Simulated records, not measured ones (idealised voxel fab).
The process module presented herein is designated voxel air gaps.
Each square cell in cross-section cut measures 5 nm, and the section as a whole is 215 nm wide.
We lay out every cross-section as a grid of square cells and spell it out in bands from the top down, where one band means one or more rows of cells. Basically the band line says how high the top is and how high the bottom is, in nm, and then what's in it from left to right, every material with its width in nm. Empty space shows up as "empty", and if a single material carries "full width" it runs the full band edge to edge. Height is counted from the level 0, under which the received wafer is composed throughout of one material. The lowest of the bands is not closed at the bottom but continues downward, in the notation "0 down". You'd read "30->40" like this: the band's top row of cells is as wide as the first number, its bottom row is as wide as the second, and going down, every row changes width by the same amount as the row before did. Where the words "no modifications" appear for a step, the cross-section shows no cell changed by that step; every cell remained as before. Entry "Closed cavities". Content: empty spaces with no open connection to the top, size 8 cells or greater. Each: width x height at distance. Distance: from left edge. Unit: nm. Note: text after step settings on the step line = simulator remark on that step. Among the settings permitted on a step's line is "overlay nm"; applied to a step with a mask, it specifies the extent to which the mask lay to the right of its planned position, whereas a negative figure signifies a position to the left.

Here's what the planned process steps look like:
1,RECEIVE,material Si
2,CONFORMAL_DEP,material SiO2,thk nm 10
3,CONFORMAL_DEP,material SiCN,thk nm 5
4,DIRECTIONAL_DEP,material lowk,thk nm 35
5,MASKED_ETCH,tone open,mask id LINES,width nm 20,pitch nm 50,etch materials lowk,depth nm 35,overlay nm 0
6,CONFORMAL_DEP,material TiN,thk nm 5
7,FILL_DEP,material Ru,thk nm 10
8,CMP,height nm 50
9,EPI,material Ru,thk nm 10
10,SELECTIVE_ETCH,etch materials lowk,depth nm 45
11,CONFORMAL_DEP,material SiCN,thk nm 5

Below: the first of two wafers, run as planned:

Cross-section, incoming material, after step 1:
- 0 down  Si full width
- Closed cavities: none

Upon completion of step 2, the wafer appears in cross-section as shown:
- 10 to 0  SiO2 full width
- Below a height of 0, the structure has not been altered.

Upon completion of step 3, the wafer appears in cross-section as shown:
- 15 to 10  SiCN full width
- Below a height of 10, the structure has not been altered.

Upon completion of step 4, the wafer appears in cross-section as shown:
- 50 to 15  lowk full width
- Below a height of 15, the structure has not been altered.

Upon completion of step 5, the wafer appears in cross-section as shown:
- 50 to 15  20 nm lowk, then 20 nm empty, then 30 nm lowk, then 20 nm empty, then 30 nm lowk, then 20 nm empty, then 30 nm lowk, then 20 nm empty, then 25 nm lowk
- Below a height of 15, the structure has not been altered.

Upon completion of step 6, the wafer appears in cross-section as shown:
- 55 to 50  25 nm TiN, then 10 nm empty, then 40 nm TiN, then 10 nm empty, then 40 nm TiN, then 10 nm empty, then 40 nm TiN, then 10 nm empty, then 30 nm TiN
- 50 to 20  20 nm lowk, then 5 nm TiN, then 10 nm empty, then 5 nm TiN, then 30 nm lowk, then 5 nm TiN, then 10 nm empty, then 5 nm TiN, then 30 nm lowk, then 5 nm TiN, then 10 nm empty, then 5 nm TiN, then 30 nm lowk, then 5 nm TiN, then 10 nm empty, then 5 nm TiN, then 25 nm lowk
- 20 to 15  20 nm lowk, then 20 nm TiN, then 30 nm lowk, then 20 nm TiN, then 30 nm lowk, then 20 nm TiN, then 30 nm lowk, then 20 nm TiN, then 25 nm lowk
- Below a height of 15, the structure has not been altered.

Upon completion of step 7, the wafer appears in cross-section as shown:
- 65 to 55  Ru full width
- 55 to 50  25 nm TiN, then 10 nm Ru, then 40 nm TiN, then 10 nm Ru, then 40 nm TiN, then 10 nm Ru, then 40 nm TiN, then 10 nm Ru, then 30 nm TiN
- 50 to 20  20 nm lowk, then 5 nm TiN, then 10 nm Ru, then 5 nm TiN, then 30 nm lowk, then 5 nm TiN, then 10 nm Ru, then 5 nm TiN, then 30 nm lowk, then 5 nm TiN, then 10 nm Ru, then 5 nm TiN, then 30 nm lowk, then 5 nm TiN, then 10 nm Ru, then 5 nm TiN, then 25 nm lowk
- Below a height of 20, the structure has not been altered.

Upon completion of step 8, the wafer appears in cross-section as shown:
- 50 to 20  20 nm lowk, then 5 nm TiN, then 10 nm Ru, then 5 nm TiN, then 30 nm lowk, then 5 nm TiN, then 10 nm Ru, then 5 nm TiN, then 30 nm lowk, then 5 nm TiN, then 10 nm Ru, then 5 nm TiN, then 30 nm lowk, then 5 nm TiN, then 10 nm Ru, then 5 nm TiN, then 25 nm lowk
- Below a height of 20, the structure has not been altered.

Upon completion of step 9, the wafer appears in cross-section as shown:
- 60 to 50  10 nm empty, then 40 nm Ru, then 10 nm empty, then 40 nm Ru, then 10 nm empty, then 40 nm Ru, then 10 nm empty, then 40 nm Ru, then 15 nm empty
- Below a height of 50, the structure has not been altered.

Upon completion of step 10, the wafer appears in cross-section as shown:
- 60 to 50  10 nm empty, then 40 nm Ru, then 10 nm empty, then 40 nm Ru, then 10 nm empty, then 40 nm Ru, then 10 nm empty, then 40 nm Ru, then 15 nm empty
- 50 to 20  20 nm empty, then 5 nm TiN, then 10 nm Ru, then 5 nm TiN, then 30 nm empty, then 5 nm TiN, then 10 nm Ru, then 5 nm TiN, then 30 nm empty, then 5 nm TiN, then 10 nm Ru, then 5 nm TiN, then 30 nm empty, then 5 nm TiN, then 10 nm Ru, then 5 nm TiN, then 25 nm empty
- 20 to 15  20 nm empty, then 20 nm TiN, then 30 nm empty, then 20 nm TiN, then 30 nm empty, then 20 nm TiN, then 30 nm empty, then 20 nm TiN, then 25 nm empty
- Below a height of 15, the structure has not been altered.

Upon completion of step 11, the wafer appears in cross-section as shown:
- 65 to 60  5 nm empty, then 200 nm SiCN, then 10 nm empty
- 60 to 50  5 nm empty, then 5 nm SiCN, then 40 nm Ru, then 10 nm SiCN, then 40 nm Ru, then 10 nm SiCN, then 40 nm Ru, then 10 nm SiCN, then 40 nm Ru, then 5 nm SiCN, then 10 nm empty
- 50 to 45  5 nm empty, then 15 nm SiCN, then 5 nm TiN, then 10 nm Ru, then 5 nm TiN, then 30 nm SiCN, then 5 nm TiN, then 10 nm Ru, then 5 nm TiN, then 30 nm SiCN, then 5 nm TiN, then 10 nm Ru, then 5 nm TiN, then 30 nm SiCN, then 5 nm TiN, then 10 nm Ru, then 5 nm TiN, then 15 nm SiCN, then 10 nm empty
- 45 to 20  15 nm empty, then 5 nm SiCN, then 5 nm TiN, then 10 nm Ru, then 5 nm TiN, then 5 nm SiCN, then 20 nm empty, then 5 nm SiCN, then 5 nm TiN, then 10 nm Ru, then 5 nm TiN, then 5 nm SiCN, then 20 nm empty, then 5 nm SiCN, then 5 nm TiN, then 10 nm Ru, then 5 nm TiN, then 5 nm SiCN, then 20 nm empty, then 5 nm SiCN, then 5 nm TiN, then 10 nm Ru, then 5 nm TiN, then 5 nm SiCN, then 20 nm empty
- 20 to 15  20 nm SiCN, then 20 nm TiN, then 30 nm SiCN, then 20 nm TiN, then 30 nm SiCN, then 20 nm TiN, then 30 nm SiCN, then 20 nm TiN, then 25 nm SiCN
- Below a height of 15, the structure has not been altered.
- Closed cavities: 20 x 25 at 45; 20 x 25 at 95; 20 x 25 at 145

Companion wafer, the second of two: same beginning, same intended sequence, one mistake in carrying it out; through step 6 inclusive it tracks the first exactly:

Cross-sectional representation of the second wafer at the time designated in the plan for the completion of step 7:
- 65 to 55  SiO2 full width
- 55 to 50  25 nm TiN, then 10 nm SiO2, then 40 nm TiN, then 10 nm SiO2, then 40 nm TiN, then 10 nm SiO2, then 40 nm TiN, then 10 nm SiO2, then 30 nm TiN
- 50 to 20  20 nm lowk, then 5 nm TiN, then 10 nm SiO2, then 5 nm TiN, then 30 nm lowk, then 5 nm TiN, then 10 nm SiO2, then 5 nm TiN, then 30 nm lowk, then 5 nm TiN, then 10 nm SiO2, then 5 nm TiN, then 30 nm lowk, then 5 nm TiN, then 10 nm SiO2, then 5 nm TiN, then 25 nm lowk
- Below a height of 20, the structure has not been altered.

Cross-sectional representation of the second wafer at the time designated in the plan for the completion of step 8:
- 50 to 20  20 nm lowk, then 5 nm TiN, then 10 nm SiO2, then 5 nm TiN, then 30 nm lowk, then 5 nm TiN, then 10 nm SiO2, then 5 nm TiN, then 30 nm lowk, then 5 nm TiN, then 10 nm SiO2, then 5 nm TiN, then 30 nm lowk, then 5 nm TiN, then 10 nm SiO2, then 5 nm TiN, then 25 nm lowk
- Below a height of 20, the structure has not been altered.

Cross-sectional representation of the second wafer at the time designated in the plan for the completion of step 9:
- 60 to 50  10 nm empty, then 40 nm Ru, then 10 nm empty, then 40 nm Ru, then 10 nm empty, then 40 nm Ru, then 10 nm empty, then 40 nm Ru, then 15 nm empty
- Below a height of 50, the structure has not been altered.

Cross-sectional representation of the second wafer at the time designated in the plan for the completion of step 10:
- 60 to 50  10 nm empty, then 40 nm Ru, then 10 nm empty, then 40 nm Ru, then 10 nm empty, then 40 nm Ru, then 10 nm empty, then 40 nm Ru, then 15 nm empty
- 50 to 20  20 nm empty, then 5 nm TiN, then 10 nm SiO2, then 5 nm TiN, then 30 nm empty, then 5 nm TiN, then 10 nm SiO2, then 5 nm TiN, then 30 nm empty, then 5 nm TiN, then 10 nm SiO2, then 5 nm TiN, then 30 nm empty, then 5 nm TiN, then 10 nm SiO2, then 5 nm TiN, then 25 nm empty
- 20 to 15  20 nm empty, then 20 nm TiN, then 30 nm empty, then 20 nm TiN, then 30 nm empty, then 20 nm TiN, then 30 nm empty, then 20 nm TiN, then 25 nm empty
- Below a height of 15, the structure has not been altered.

Cross-sectional representation of the second wafer at the time designated in the plan for the completion of step 11:
- 65 to 60  5 nm empty, then 200 nm SiCN, then 10 nm empty
- 60 to 50  5 nm empty, then 5 nm SiCN, then 40 nm Ru, then 10 nm SiCN, then 40 nm Ru, then 10 nm SiCN, then 40 nm Ru, then 10 nm SiCN, then 40 nm Ru, then 5 nm SiCN, then 10 nm empty
- 50 to 45  5 nm empty, then 15 nm SiCN, then 5 nm TiN, then 10 nm SiO2, then 5 nm TiN, then 30 nm SiCN, then 5 nm TiN, then 10 nm SiO2, then 5 nm TiN, then 30 nm SiCN, then 5 nm TiN, then 10 nm SiO2, then 5 nm TiN, then 30 nm SiCN, then 5 nm TiN, then 10 nm SiO2, then 5 nm TiN, then 15 nm SiCN, then 10 nm empty
- 45 to 20  15 nm empty, then 5 nm SiCN, then 5 nm TiN, then 10 nm SiO2, then 5 nm TiN, then 5 nm SiCN, then 20 nm empty, then 5 nm SiCN, then 5 nm TiN, then 10 nm SiO2, then 5 nm TiN, then 5 nm SiCN, then 20 nm empty, then 5 nm SiCN, then 5 nm TiN, then 10 nm SiO2, then 5 nm TiN, then 5 nm SiCN, then 20 nm empty, then 5 nm SiCN, then 5 nm TiN, then 10 nm SiO2, then 5 nm TiN, then 5 nm SiCN, then 20 nm empty
- 20 to 15  20 nm SiCN, then 20 nm TiN, then 30 nm SiCN, then 20 nm TiN, then 30 nm SiCN, then 20 nm TiN, then 30 nm SiCN, then 20 nm TiN, then 25 nm SiCN
- Below a height of 15, the structure has not been altered.
- Closed cavities: 20 x 25 at 45; 20 x 25 at 95; 20 x 25 at 145
What was the processing mistake? step 7 off recipe, ran as FILL_DEP,material SiO2,thk nm 10
End check, counted in cells, second wafer has more or fewer of these materials than the first: Ru: 48 fewer, SiO2: 48 more
